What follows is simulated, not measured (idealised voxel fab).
process module | voxel wiring stack
cross-section cut | 265 nm wide | cells 5 nm
A cross-section is a grid of square cells, given in bands from the top down. A band is one or more rows of cells.
Each band's line starts with the height of the band's top and of its bottom, in nm. Then come its materials from left to right, each with its width in nm. One material with "throughout" fills the band from edge to edge. "air" is empty space.
Height 0 is the level under which the wafer as received is all one material. The lowest band goes on downwards, as in "0 down".
A width such as "30 to 40" changes by the same amount from each row of cells to the next, from the band's top row to its bottom row.
"no change" after a step means that no cell of the cross-section changed.
closed voids: empty space of 8 cells or more with no open way to the top, each as width x height at its distance from the left edge, in nm
after a step's settings: what the simulator itself notes on the step
overlay nm, on a step with a mask: how far to the right of its planned place the mask lay; to the left if negative
plan
1 op RECEIVE | material Si
2 op CONFORMAL_DEP | material SiO2 | thk nm 10
3 op CONFORMAL_DEP | material SiN | thk nm 5
4 op DIRECTIONAL_DEP | material SiO2 | thk nm 15
5 op DIRECTIONAL_DEP | material aC | thk nm 10
6 op PATTERN | tone open | mask id METAL_1 | material resist | width nm 20 | pitch nm 45 | thk nm 25 | overlay nm 0
7 op DIRECTIONAL_ETCH | etch materials aC | depth nm 10
8 op STRIP | etch materials resist
9 op DIRECTIONAL_ETCH | etch materials SiO2 | depth nm 15
10 op DIRECTIONAL_ETCH | etch materials SiN | depth nm 5
11 op STRIP | etch materials aC
12 op CONFORMAL_DEP | material TiN | thk nm 5
13 op FILL_DEP | material W | thk nm 10
14 op CMP | height nm 30
15 op CONFORMAL_DEP | material SiCN | thk nm 5
16 op DIRECTIONAL_DEP | material SiO2 | thk nm 35
17 op DIRECTIONAL_DEP | material aC | thk nm 10
18 op PATTERN | tone open | mask id METAL_2_HOLES | material resist | width nm 15 | pitch nm 90 | thk nm 30 | overlay nm 0
19 op DIRECTIONAL_ETCH | etch materials aC | depth nm 10
20 op STRIP | etch materials resist
21 op DIRECTIONAL_ETCH | etch materials SiO2 | depth nm 35
22 op STRIP | etch materials aC
23 op MASKED_ETCH | tone open | mask id METAL_2 | width nm 20 | pitch nm 45 | etch materials SiO2 | depth nm 20 | overlay nm 0
24 op MASKED_ETCH | tone open | mask id METAL_2 | width nm 20 | pitch nm 45 | etch materials SiCN | depth nm 5 | overlay nm 0
25 op CONFORMAL_DEP | material TiN | thk nm 5
26 op FILL_DEP | material Cu | thk nm 10
27 op CMP | height nm 70
28 op CONFORMAL_DEP | material SiCN | thk nm 5
29 op DIRECTIONAL_DEP | material lowk | thk nm 25
30 op PATTERN | tone open | mask id METAL_3 | material resist | width nm 20 | pitch nm 45 | thk nm 20 | overlay nm 0
31 op DIRECTIONAL_ETCH | etch materials lowk | depth nm 15
32 op STRIP | etch materials resist
33 op MASKED_ETCH | tone open | mask id METAL_3_HOLES | width nm 15 | pitch nm 45 | etch materials lowk | depth nm 10 | overlay nm 0
34 op MASKED_ETCH | tone open | mask id METAL_3_HOLES | width nm 15 | pitch nm 45 | etch materials SiCN | depth nm 5 | overlay nm 0
35 op CONFORMAL_DEP | material TiN | thk nm 5
36 op FILL_DEP | material Cu | thk nm 10
37 op CMP | height nm 100
38 op CONFORMAL_DEP | material SiCN | thk nm 5
39 op DIRECTIONAL_DEP | material lowk | thk nm 25
40 op MASKED_ETCH | tone open | mask id METAL_4_HOLES | width nm 15 | pitch nm 45 | etch materials lowk | depth nm 25 | overlay nm 0
41 op MASKED_ETCH | tone open | mask id METAL_4 | width nm 20 | pitch nm 45 | etch materials lowk | depth nm 15 | overlay nm 0
42 op MASKED_ETCH | tone open | mask id METAL_4 | width nm 20 | pitch nm 45 | etch materials SiCN | depth nm 5 | overlay nm 0
43 op CONFORMAL_DEP | material TiN | thk nm 5
44 op FILL_DEP | material Ru | thk nm 10
45 op CMP | height nm 130
46 op CONFORMAL_DEP | material SiCN | thk nm 5
first wafer, as planned
as received, after step 1
  0 down: Si throughout
  closed voids: none
after step 2
  10 to 0: SiO2 throughout
  below 0: unchanged
after step 3
  15 to 10: SiN throughout
  below 10: unchanged
after step 4
  30 to 15: SiO2 throughout
  below 15: unchanged
after step 5
  40 to 30: aC throughout
  below 30: unchanged
after step 6
  65 to 40: resist 55 | air 20 | resist 25 | air 20 | resist 25 | air 20 | resist 25 | air 20 | resist 55
  below 40: unchanged
after step 7
  55 to 40: resist 55 | air 20 | resist 25 | air 20 | resist 25 | air 20 | resist 25 | air 20 | resist 55
  40 to 30: aC 55 | air 20 | aC 25 | air 20 | aC 25 | air 20 | aC 25 | air 20 | aC 55
  below 30: unchanged
after step 8
  40 to 30: aC 55 | air 20 | aC 25 | air 20 | aC 25 | air 20 | aC 25 | air 20 | aC 55
  below 30: unchanged
after step 9
  40 to 30: aC 55 | air 20 | aC 25 | air 20 | aC 25 | air 20 | aC 25 | air 20 | aC 55
  30 to 15: SiO2 55 | air 20 | SiO2 25 | air 20 | SiO2 25 | air 20 | SiO2 25 | air 20 | SiO2 55
  below 15: unchanged
after step 10
  40 to 30: aC 55 | air 20 | aC 25 | air 20 | aC 25 | air 20 | aC 25 | air 20 | aC 55
  30 to 15: SiO2 55 | air 20 | SiO2 25 | air 20 | SiO2 25 | air 20 | SiO2 25 | air 20 | SiO2 55
  15 to 10: SiN 55 | air 20 | SiN 25 | air 20 | SiN 25 | air 20 | SiN 25 | air 20 | SiN 55
  below 10: unchanged
after step 11
  30 to 15: SiO2 55 | air 20 | SiO2 25 | air 20 | SiO2 25 | air 20 | SiO2 25 | air 20 | SiO2 55
  below 15: unchanged
after step 12
  35 to 30: TiN 60 | air 10 | TiN 35 | air 10 | TiN 35 | air 10 | TiN 35 | air 10 | TiN 60
  30 to 15: SiO2 55 | TiN 5 | air 10 | TiN 5 | SiO2 25 | TiN 5 | air 10 | TiN 5 | SiO2 25 | TiN 5 | air 10 | TiN 5 | SiO2 25 | TiN 5 | air 10 | TiN 5 | SiO2 55
  15 to 10: SiN 55 | TiN 20 | SiN 25 | TiN 20 | SiN 25 | TiN 20 | SiN 25 | TiN 20 | SiN 55
  below 10: unchanged
after step 13
  45 to 35: W throughout
  35 to 30: TiN 60 | W 10 | TiN 35 | W 10 | TiN 35 | W 10 | TiN 35 | W 10 | TiN 60
  30 to 15: SiO2 55 | TiN 5 | W 10 | TiN 5 | SiO2 25 | TiN 5 | W 10 | TiN 5 | SiO2 25 | TiN 5 | W 10 | TiN 5 | SiO2 25 | TiN 5 | W 10 | TiN 5 | SiO2 55
  below 15: unchanged
after step 14
  30 to 15: SiO2 55 | TiN 5 | W 10 | TiN 5 | SiO2 25 | TiN 5 | W 10 | TiN 5 | SiO2 25 | TiN 5 | W 10 | TiN 5 | SiO2 25 | TiN 5 | W 10 | TiN 5 | SiO2 55
  below 15: unchanged
after step 15
  35 to 30: SiCN throughout
  below 30: unchanged
after step 16
  70 to 35: SiO2 throughout
  below 35: unchanged
after step 17
  80 to 70: aC throughout
  below 70: unchanged
after step 18
  110 to 80: resist 55 | air 15 | resist 75 | air 15 | resist 105
  below 80: unchanged
after step 19
  100 to 80: resist 55 | air 15 | resist 75 | air 15 | resist 105
  80 to 70: aC 55 | air 15 | aC 75 | air 15 | aC 105
  below 70: unchanged
after step 20
  80 to 70: aC 55 | air 15 | aC 75 | air 15 | aC 105
  below 70: unchanged
after step 21
  80 to 70: aC 55 | air 15 | aC 75 | air 15 | aC 105
  70 to 35: SiO2 55 | air 15 | SiO2 75 | air 15 | SiO2 105
  below 35: unchanged
after step 22
  70 to 35: SiO2 55 | air 15 | SiO2 75 | air 15 | SiO2 105
  below 35: unchanged
after step 23
  70 to 50: SiO2 55 | air 20 | SiO2 25 | air 20 | SiO2 25 | air 20 | SiO2 25 | air 20 | SiO2 55
  below 50: unchanged
after step 24
  70 to 50: SiO2 55 | air 20 | SiO2 25 | air 20 | SiO2 25 | air 20 | SiO2 25 | air 20 | SiO2 55
  50 to 35: SiO2 55 | air 15 | SiO2 75 | air 15 | SiO2 105
  35 to 30: SiCN 55 | air 15 | SiCN 75 | air 15 | SiCN 105
  below 30: unchanged
after step 25
  75 to 70: TiN 60 | air 10 | TiN 35 | air 10 | TiN 35 | air 10 | TiN 35 | air 10 | TiN 60
  70 to 55: SiO2 55 | TiN 5 | air 10 | TiN 5 | SiO2 25 | TiN 5 | air 10 | TiN 5 | SiO2 25 | TiN 5 | air 10 | TiN 5 | SiO2 25 | TiN 5 | air 10 | TiN 5 | SiO2 55
  55 to 50: SiO2 55 | TiN 5 | air 5 | TiN 10 | SiO2 25 | TiN 20 | SiO2 25 | TiN 5 | air 5 | TiN 10 | SiO2 25 | TiN 20 | SiO2 55
  50 to 35: SiO2 55 | TiN 5 | air 5 | TiN 5 | SiO2 75 | TiN 5 | air 5 | TiN 5 | SiO2 105
  35 to 30: SiCN 55 | TiN 15 | SiCN 75 | TiN 15 | SiCN 105
  below 30: unchanged
after step 26
  85 to 75: Cu throughout
  75 to 70: TiN 60 | Cu 10 | TiN 35 | Cu 10 | TiN 35 | Cu 10 | TiN 35 | Cu 10 | TiN 60
  70 to 55: SiO2 55 | TiN 5 | Cu 10 | TiN 5 | SiO2 25 | TiN 5 | Cu 10 | TiN 5 | SiO2 25 | TiN 5 | Cu 10 | TiN 5 | SiO2 25 | TiN 5 | Cu 10 | TiN 5 | SiO2 55
  55 to 50: SiO2 55 | TiN 5 | Cu 5 | TiN 10 | SiO2 25 | TiN 20 | SiO2 25 | TiN 5 | Cu 5 | TiN 10 | SiO2 25 | TiN 20 | SiO2 55
  50 to 35: SiO2 55 | TiN 5 | Cu 5 | TiN 5 | SiO2 75 | TiN 5 | Cu 5 | TiN 5 | SiO2 105
  below 35: unchanged
after step 27
  70 to 55: SiO2 55 | TiN 5 | Cu 10 | TiN 5 | SiO2 25 | TiN 5 | Cu 10 | TiN 5 | SiO2 25 | TiN 5 | Cu 10 | TiN 5 | SiO2 25 | TiN 5 | Cu 10 | TiN 5 | SiO2 55
  below 55: unchanged
after step 28
  75 to 70: SiCN throughout
  below 70: unchanged
after step 29
  100 to 75: lowk throughout
  below 75: unchanged
after step 30
  120 to 100: resist 55 | air 20 | resist 25 | air 20 | resist 25 | air 20 | resist 25 | air 20 | resist 55
  below 100: unchanged
after step 31
  120 to 100: resist 55 | air 20 | resist 25 | air 20 | resist 25 | air 20 | resist 25 | air 20 | resist 55
  100 to 85: lowk 55 | air 20 | lowk 25 | air 20 | lowk 25 | air 20 | lowk 25 | air 20 | lowk 55
  below 85: unchanged
after step 32
  100 to 85: lowk 55 | air 20 | lowk 25 | air 20 | lowk 25 | air 20 | lowk 25 | air 20 | lowk 55
  below 85: unchanged
after step 33
  100 to 85: lowk 55 | air 20 | lowk 25 | air 20 | lowk 25 | air 20 | lowk 25 | air 20 | lowk 55
  85 to 75: lowk 55 | air 15 | lowk 30 | air 15 | lowk 30 | air 15 | lowk 30 | air 15 | lowk 60
  below 75: unchanged
after step 34
  100 to 85: lowk 55 | air 20 | lowk 25 | air 20 | lowk 25 | air 20 | lowk 25 | air 20 | lowk 55
  85 to 75: lowk 55 | air 15 | lowk 30 | air 15 | lowk 30 | air 15 | lowk 30 | air 15 | lowk 60
  75 to 70: SiCN 55 | air 15 | SiCN 30 | air 15 | SiCN 30 | air 15 | SiCN 30 | air 15 | SiCN 60
  below 70: unchanged
after step 35
  105 to 100: TiN 60 | air 10 | TiN 35 | air 10 | TiN 35 | air 10 | TiN 35 | air 10 | TiN 60
  100 to 90: lowk 55 | TiN 5 | air 10 | TiN 5 | lowk 25 | TiN 5 | air 10 | TiN 5 | lowk 25 | TiN 5 | air 10 | TiN 5 | lowk 25 | TiN 5 | air 10 | TiN 5 | lowk 55
  90 to 85: lowk 55 | TiN 5 | air 5 | TiN 10 | lowk 25 | TiN 5 | air 5 | TiN 10 | lowk 25 | TiN 5 | air 5 | TiN 10 | lowk 25 | TiN 5 | air 5 | TiN 10 | lowk 55
  85 to 75: lowk 55 | TiN 5 | air 5 | TiN 5 | lowk 30 | TiN 5 | air 5 | TiN 5 | lowk 30 | TiN 5 | air 5 | TiN 5 | lowk 30 | TiN 5 | air 5 | TiN 5 | lowk 60
  75 to 70: SiCN 55 | TiN 15 | SiCN 30 | TiN 15 | SiCN 30 | TiN 15 | SiCN 30 | TiN 15 | SiCN 60
  below 70: unchanged
after step 36
  115 to 105: Cu throughout
  105 to 100: TiN 60 | Cu 10 | TiN 35 | Cu 10 | TiN 35 | Cu 10 | TiN 35 | Cu 10 | TiN 60
  100 to 90: lowk 55 | TiN 5 | Cu 10 | TiN 5 | lowk 25 | TiN 5 | Cu 10 | TiN 5 | lowk 25 | TiN 5 | Cu 10 | TiN 5 | lowk 25 | TiN 5 | Cu 10 | TiN 5 | lowk 55
  90 to 85: lowk 55 | TiN 5 | Cu 5 | TiN 10 | lowk 25 | TiN 5 | Cu 5 | TiN 10 | lowk 25 | TiN 5 | Cu 5 | TiN 10 | lowk 25 | TiN 5 | Cu 5 | TiN 10 | lowk 55
  85 to 75: lowk 55 | TiN 5 | Cu 5 | TiN 5 | lowk 30 | TiN 5 | Cu 5 | TiN 5 | lowk 30 | TiN 5 | Cu 5 | TiN 5 | lowk 30 | TiN 5 | Cu 5 | TiN 5 | lowk 60
  below 75: unchanged
after step 37
  100 to 90: lowk 55 | TiN 5 | Cu 10 | TiN 5 | lowk 25 | TiN 5 | Cu 10 | TiN 5 | lowk 25 | TiN 5 | Cu 10 | TiN 5 | lowk 25 | TiN 5 | Cu 10 | TiN 5 | lowk 55
  below 90: unchanged
after step 38
  105 to 100: SiCN throughout
  below 100: unchanged
after step 39
  130 to 105: lowk throughout
  below 105: unchanged
after step 40
  130 to 105: lowk 55 | air 15 | lowk 30 | air 15 | lowk 30 | air 15 | lowk 30 | air 15 | lowk 60
  below 105: unchanged
after step 41
  130 to 115: lowk 55 | air 20 | lowk 25 | air 20 | lowk 25 | air 20 | lowk 25 | air 20 | lowk 55
  below 115: unchanged
after step 42
  130 to 115: lowk 55 | air 20 | lowk 25 | air 20 | lowk 25 | air 20 | lowk 25 | air 20 | lowk 55
  115 to 105: lowk 55 | air 15 | lowk 30 | air 15 | lowk 30 | air 15 | lowk 30 | air 15 | lowk 60
  105 to 100: SiCN 55 | air 15 | SiCN 30 | air 15 | SiCN 30 | air 15 | SiCN 30 | air 15 | SiCN 60
  below 100: unchanged
after step 43
  135 to 130: TiN 60 | air 10 | TiN 35 | air 10 | TiN 35 | air 10 | TiN 35 | air 10 | TiN 60
  130 to 120: lowk 55 | TiN 5 | air 10 | TiN 5 | lowk 25 | TiN 5 | air 10 | TiN 5 | lowk 25 | TiN 5 | air 10 | TiN 5 | lowk 25 | TiN 5 | air 10 | TiN 5 | lowk 55
  120 to 115: lowk 55 | TiN 5 | air 5 | TiN 10 | lowk 25 | TiN 5 | air 5 | TiN 10 | lowk 25 | TiN 5 | air 5 | TiN 10 | lowk 25 | TiN 5 | air 5 | TiN 10 | lowk 55
  115 to 105: lowk 55 | TiN 5 | air 5 | TiN 5 | lowk 30 | TiN 5 | air 5 | TiN 5 | lowk 30 | TiN 5 | air 5 | TiN 5 | lowk 30 | TiN 5 | air 5 | TiN 5 | lowk 60
  105 to 100: SiCN 55 | TiN 15 | SiCN 30 | TiN 15 | SiCN 30 | TiN 15 | SiCN 30 | TiN 15 | SiCN 60
  below 100: unchanged
after step 44
  145 to 135: Ru throughout
  135 to 130: TiN 60 | Ru 10 | TiN 35 | Ru 10 | TiN 35 | Ru 10 | TiN 35 | Ru 10 | TiN 60
  130 to 120: lowk 55 | TiN 5 | Ru 10 | TiN 5 | lowk 25 | TiN 5 | Ru 10 | TiN 5 | lowk 25 | TiN 5 | Ru 10 | TiN 5 | lowk 25 | TiN 5 | Ru 10 | TiN 5 | lowk 55
  120 to 115: lowk 55 | TiN 5 | Ru 5 | TiN 10 | lowk 25 | TiN 5 | Ru 5 | TiN 10 | lowk 25 | TiN 5 | Ru 5 | TiN 10 | lowk 25 | TiN 5 | Ru 5 | TiN 10 | lowk 55
  115 to 105: lowk 55 | TiN 5 | Ru 5 | TiN 5 | lowk 30 | TiN 5 | Ru 5 | TiN 5 | lowk 30 | TiN 5 | Ru 5 | TiN 5 | lowk 30 | TiN 5 | Ru 5 | TiN 5 | lowk 60
  below 105: unchanged
after step 45
  130 to 120: lowk 55 | TiN 5 | Ru 10 | TiN 5 | lowk 25 | TiN 5 | Ru 10 | TiN 5 | lowk 25 | TiN 5 | Ru 10 | TiN 5 | lowk 25 | TiN 5 | Ru 10 | TiN 5 | lowk 55
  below 120: unchanged
after step 46
  135 to 130: SiCN throughout
  below 130: unchanged
second wafer: like start, like plan, one mistake. Through step 3 it matches the first wafer
when step 4 should have ended: no change
when step 5 should have ended
  25 to 15: aC throughout
  below 15: unchanged
when step 6 should have ended
  50 to 25: resist 55 | air 20 | resist 25 | air 20 | resist 25 | air 20 | resist 25 | air 20 | resist 55
  below 25: unchanged
when step 7 should have ended
  40 to 25: resist 55 | air 20 | resist 25 | air 20 | resist 25 | air 20 | resist 25 | air 20 | resist 55
  25 to 15: aC 55 | air 20 | aC 25 | air 20 | aC 25 | air 20 | aC 25 | air 20 | aC 55
  below 15: unchanged
when step 8 should have ended
  25 to 15: aC 55 | air 20 | aC 25 | air 20 | aC 25 | air 20 | aC 25 | air 20 | aC 55
  below 15: unchanged
when step 9 should have ended: no change
when step 10 should have ended
  25 to 15: aC 55 | air 20 | aC 25 | air 20 | aC 25 | air 20 | aC 25 | air 20 | aC 55
  15 to 10: SiN 55 | air 20 | SiN 25 | air 20 | SiN 25 | air 20 | SiN 25 | air 20 | SiN 55
  below 10: unchanged
when step 11 should have ended
  15 to 10: SiN 55 | air 20 | SiN 25 | air 20 | SiN 25 | air 20 | SiN 25 | air 20 | SiN 55
  below 10: unchanged
when step 12 should have ended
  20 to 15: TiN 60 | air 10 | TiN 35 | air 10 | TiN 35 | air 10 | TiN 35 | air 10 | TiN 60
  15 to 10: SiN 55 | TiN 20 | SiN 25 | TiN 20 | SiN 25 | TiN 20 | SiN 25 | TiN 20 | SiN 55
  below 10: unchanged
when step 13 should have ended
  30 to 20: W throughout
  20 to 15: TiN 60 | W 10 | TiN 35 | W 10 | TiN 35 | W 10 | TiN 35 | W 10 | TiN 60
  below 15: unchanged
when step 14 should have ended: no change
when step 15 should have ended
  35 to 30: SiCN throughout
  below 30: unchanged
when step 16 should have ended
  70 to 35: SiO2 throughout
  below 35: unchanged
when step 17 should have ended
  80 to 70: aC throughout
  below 70: unchanged
when step 18 should have ended
  110 to 80: resist 55 | air 15 | resist 75 | air 15 | resist 105
  below 80: unchanged
when step 19 should have ended
  100 to 80: resist 55 | air 15 | resist 75 | air 15 | resist 105
  80 to 70: aC 55 | air 15 | aC 75 | air 15 | aC 105
  below 70: unchanged
when step 20 should have ended
  80 to 70: aC 55 | air 15 | aC 75 | air 15 | aC 105
  below 70: unchanged
when step 21 should have ended
  80 to 70: aC 55 | air 15 | aC 75 | air 15 | aC 105
  70 to 35: SiO2 55 | air 15 | SiO2 75 | air 15 | SiO2 105
  below 35: unchanged
when step 22 should have ended
  70 to 35: SiO2 55 | air 15 | SiO2 75 | air 15 | SiO2 105
  below 35: unchanged
when step 23 should have ended
  70 to 50: SiO2 55 | air 20 | SiO2 25 | air 20 | SiO2 25 | air 20 | SiO2 25 | air 20 | SiO2 55
  below 50: unchanged
when step 24 should have ended
  70 to 50: SiO2 55 | air 20 | SiO2 25 | air 20 | SiO2 25 | air 20 | SiO2 25 | air 20 | SiO2 55
  50 to 35: SiO2 55 | air 15 | SiO2 75 | air 15 | SiO2 105
  35 to 30: SiCN 55 | air 15 | SiCN 75 | air 15 | SiCN 105
  below 30: unchanged
when step 25 should have ended
  75 to 70: TiN 60 | air 10 | TiN 35 | air 10 | TiN 35 | air 10 | TiN 35 | air 10 | TiN 60
  70 to 55: SiO2 55 | TiN 5 | air 10 | TiN 5 | SiO2 25 | TiN 5 | air 10 | TiN 5 | SiO2 25 | TiN 5 | air 10 | TiN 5 | SiO2 25 | TiN 5 | air 10 | TiN 5 | SiO2 55
  55 to 50: SiO2 55 | TiN 5 | air 5 | TiN 10 | SiO2 25 | TiN 20 | SiO2 25 | TiN 5 | air 5 | TiN 10 | SiO2 25 | TiN 20 | SiO2 55
  50 to 35: SiO2 55 | TiN 5 | air 5 | TiN 5 | SiO2 75 | TiN 5 | air 5 | TiN 5 | SiO2 105
  35 to 30: SiCN 55 | TiN 15 | SiCN 75 | TiN 15 | SiCN 105
  below 30: unchanged
when step 26 should have ended
  85 to 75: Cu throughout
  75 to 70: TiN 60 | Cu 10 | TiN 35 | Cu 10 | TiN 35 | Cu 10 | TiN 35 | Cu 10 | TiN 60
  70 to 55: SiO2 55 | TiN 5 | Cu 10 | TiN 5 | SiO2 25 | TiN 5 | Cu 10 | TiN 5 | SiO2 25 | TiN 5 | Cu 10 | TiN 5 | SiO2 25 | TiN 5 | Cu 10 | TiN 5 | SiO2 55
  55 to 50: SiO2 55 | TiN 5 | Cu 5 | TiN 10 | SiO2 25 | TiN 20 | SiO2 25 | TiN 5 | Cu 5 | TiN 10 | SiO2 25 | TiN 20 | SiO2 55
  50 to 35: SiO2 55 | TiN 5 | Cu 5 | TiN 5 | SiO2 75 | TiN 5 | Cu 5 | TiN 5 | SiO2 105
  below 35: unchanged
when step 27 should have ended
  70 to 55: SiO2 55 | TiN 5 | Cu 10 | TiN 5 | SiO2 25 | TiN 5 | Cu 10 | TiN 5 | SiO2 25 | TiN 5 | Cu 10 | TiN 5 | SiO2 25 | TiN 5 | Cu 10 | TiN 5 | SiO2 55
  below 55: unchanged
when step 28 should have ended
  75 to 70: SiCN throughout
  below 70: unchanged
when step 29 should have ended
  100 to 75: lowk throughout
  below 75: unchanged
when step 30 should have ended
  120 to 100: resist 55 | air 20 | resist 25 | air 20 | resist 25 | air 20 | resist 25 | air 20 | resist 55
  below 100: unchanged
when step 31 should have ended
  120 to 100: resist 55 | air 20 | resist 25 | air 20 | resist 25 | air 20 | resist 25 | air 20 | resist 55
  100 to 85: lowk 55 | air 20 | lowk 25 | air 20 | lowk 25 | air 20 | lowk 25 | air 20 | lowk 55
  below 85: unchanged
when step 32 should have ended
  100 to 85: lowk 55 | air 20 | lowk 25 | air 20 | lowk 25 | air 20 | lowk 25 | air 20 | lowk 55
  below 85: unchanged
when step 33 should have ended
  100 to 85: lowk 55 | air 20 | lowk 25 | air 20 | lowk 25 | air 20 | lowk 25 | air 20 | lowk 55
  85 to 75: lowk 55 | air 15 | lowk 30 | air 15 | lowk 30 | air 15 | lowk 30 | air 15 | lowk 60
  below 75: unchanged
when step 34 should have ended
  100 to 85: lowk 55 | air 20 | lowk 25 | air 20 | lowk 25 | air 20 | lowk 25 | air 20 | lowk 55
  85 to 75: lowk 55 | air 15 | lowk 30 | air 15 | lowk 30 | air 15 | lowk 30 | air 15 | lowk 60
  75 to 70: SiCN 55 | air 15 | SiCN 30 | air 15 | SiCN 30 | air 15 | SiCN 30 | air 15 | SiCN 60
  below 70: unchanged
when step 35 should have ended
  105 to 100: TiN 60 | air 10 | TiN 35 | air 10 | TiN 35 | air 10 | TiN 35 | air 10 | TiN 60
  100 to 90: lowk 55 | TiN 5 | air 10 | TiN 5 | lowk 25 | TiN 5 | air 10 | TiN 5 | lowk 25 | TiN 5 | air 10 | TiN 5 | lowk 25 | TiN 5 | air 10 | TiN 5 | lowk 55
  90 to 85: lowk 55 | TiN 5 | air 5 | TiN 10 | lowk 25 | TiN 5 | air 5 | TiN 10 | lowk 25 | TiN 5 | air 5 | TiN 10 | lowk 25 | TiN 5 | air 5 | TiN 10 | lowk 55
  85 to 75: lowk 55 | TiN 5 | air 5 | TiN 5 | lowk 30 | TiN 5 | air 5 | TiN 5 | lowk 30 | TiN 5 | air 5 | TiN 5 | lowk 30 | TiN 5 | air 5 | TiN 5 | lowk 60
  75 to 70: SiCN 55 | TiN 15 | SiCN 30 | TiN 15 | SiCN 30 | TiN 15 | SiCN 30 | TiN 15 | SiCN 60
  below 70: unchanged
when step 36 should have ended
  115 to 105: Cu throughout
  105 to 100: TiN 60 | Cu 10 | TiN 35 | Cu 10 | TiN 35 | Cu 10 | TiN 35 | Cu 10 | TiN 60
  100 to 90: lowk 55 | TiN 5 | Cu 10 | TiN 5 | lowk 25 | TiN 5 | Cu 10 | TiN 5 | lowk 25 | TiN 5 | Cu 10 | TiN 5 | lowk 25 | TiN 5 | Cu 10 | TiN 5 | lowk 55
  90 to 85: lowk 55 | TiN 5 | Cu 5 | TiN 10 | lowk 25 | TiN 5 | Cu 5 | TiN 10 | lowk 25 | TiN 5 | Cu 5 | TiN 10 | lowk 25 | TiN 5 | Cu 5 | TiN 10 | lowk 55
  85 to 75: lowk 55 | TiN 5 | Cu 5 | TiN 5 | lowk 30 | TiN 5 | Cu 5 | TiN 5 | lowk 30 | TiN 5 | Cu 5 | TiN 5 | lowk 30 | TiN 5 | Cu 5 | TiN 5 | lowk 60
  below 75: unchanged
when step 37 should have ended
  100 to 90: lowk 55 | TiN 5 | Cu 10 | TiN 5 | lowk 25 | TiN 5 | Cu 10 | TiN 5 | lowk 25 | TiN 5 | Cu 10 | TiN 5 | lowk 25 | TiN 5 | Cu 10 | TiN 5 | lowk 55
  below 90: unchanged
when step 38 should have ended
  105 to 100: SiCN throughout
  below 100: unchanged
when step 39 should have ended
  130 to 105: lowk throughout
  below 105: unchanged
when step 40 should have ended
  130 to 105: lowk 55 | air 15 | lowk 30 | air 15 | lowk 30 | air 15 | lowk 30 | air 15 | lowk 60
  below 105: unchanged
when step 41 should have ended
  130 to 115: lowk 55 | air 20 | lowk 25 | air 20 | lowk 25 | air 20 | lowk 25 | air 20 | lowk 55
  below 115: unchanged
when step 42 should have ended
  130 to 115: lowk 55 | air 20 | lowk 25 | air 20 | lowk 25 | air 20 | lowk 25 | air 20 | lowk 55
  115 to 105: lowk 55 | air 15 | lowk 30 | air 15 | lowk 30 | air 15 | lowk 30 | air 15 | lowk 60
  105 to 100: SiCN 55 | air 15 | SiCN 30 | air 15 | SiCN 30 | air 15 | SiCN 30 | air 15 | SiCN 60
  below 100: unchanged
when step 43 should have ended
  135 to 130: TiN 60 | air 10 | TiN 35 | air 10 | TiN 35 | air 10 | TiN 35 | air 10 | TiN 60
  130 to 120: lowk 55 | TiN 5 | air 10 | TiN 5 | lowk 25 | TiN 5 | air 10 | TiN 5 | lowk 25 | TiN 5 | air 10 | TiN 5 | lowk 25 | TiN 5 | air 10 | TiN 5 | lowk 55
  120 to 115: lowk 55 | TiN 5 | air 5 | TiN 10 | lowk 25 | TiN 5 | air 5 | TiN 10 | lowk 25 | TiN 5 | air 5 | TiN 10 | lowk 25 | TiN 5 | air 5 | TiN 10 | lowk 55
  115 to 105: lowk 55 | TiN 5 | air 5 | TiN 5 | lowk 30 | TiN 5 | air 5 | TiN 5 | lowk 30 | TiN 5 | air 5 | TiN 5 | lowk 30 | TiN 5 | air 5 | TiN 5 | lowk 60
  105 to 100: SiCN 55 | TiN 15 | SiCN 30 | TiN 15 | SiCN 30 | TiN 15 | SiCN 30 | TiN 15 | SiCN 60
  below 100: unchanged
when step 44 should have ended
  145 to 135: Ru throughout
  135 to 130: TiN 60 | Ru 10 | TiN 35 | Ru 10 | TiN 35 | Ru 10 | TiN 35 | Ru 10 | TiN 60
  130 to 120: lowk 55 | TiN 5 | Ru 10 | TiN 5 | lowk 25 | TiN 5 | Ru 10 | TiN 5 | lowk 25 | TiN 5 | Ru 10 | TiN 5 | lowk 25 | TiN 5 | Ru 10 | TiN 5 | lowk 55
  120 to 115: lowk 55 | TiN 5 | Ru 5 | TiN 10 | lowk 25 | TiN 5 | Ru 5 | TiN 10 | lowk 25 | TiN 5 | Ru 5 | TiN 10 | lowk 25 | TiN 5 | Ru 5 | TiN 10 | lowk 55
  115 to 105: lowk 55 | TiN 5 | Ru 5 | TiN 5 | lowk 30 | TiN 5 | Ru 5 | TiN 5 | lowk 30 | TiN 5 | Ru 5 | TiN 5 | lowk 30 | TiN 5 | Ru 5 | TiN 5 | lowk 60
  below 105: unchanged
when step 45 should have ended
  130 to 120: lowk 55 | TiN 5 | Ru 10 | TiN 5 | lowk 25 | TiN 5 | Ru 10 | TiN 5 | lowk 25 | TiN 5 | Ru 10 | TiN 5 | lowk 25 | TiN 5 | Ru 10 | TiN 5 | lowk 55
  below 120: unchanged
when step 46 should have ended
  135 to 130: SiCN throughout
  below 130: unchanged
what went wrong: step 4 was left out
at the end the second wafer has, in cells: 111 fewer of SiO2 | 21 more of TiN | 90 more of W
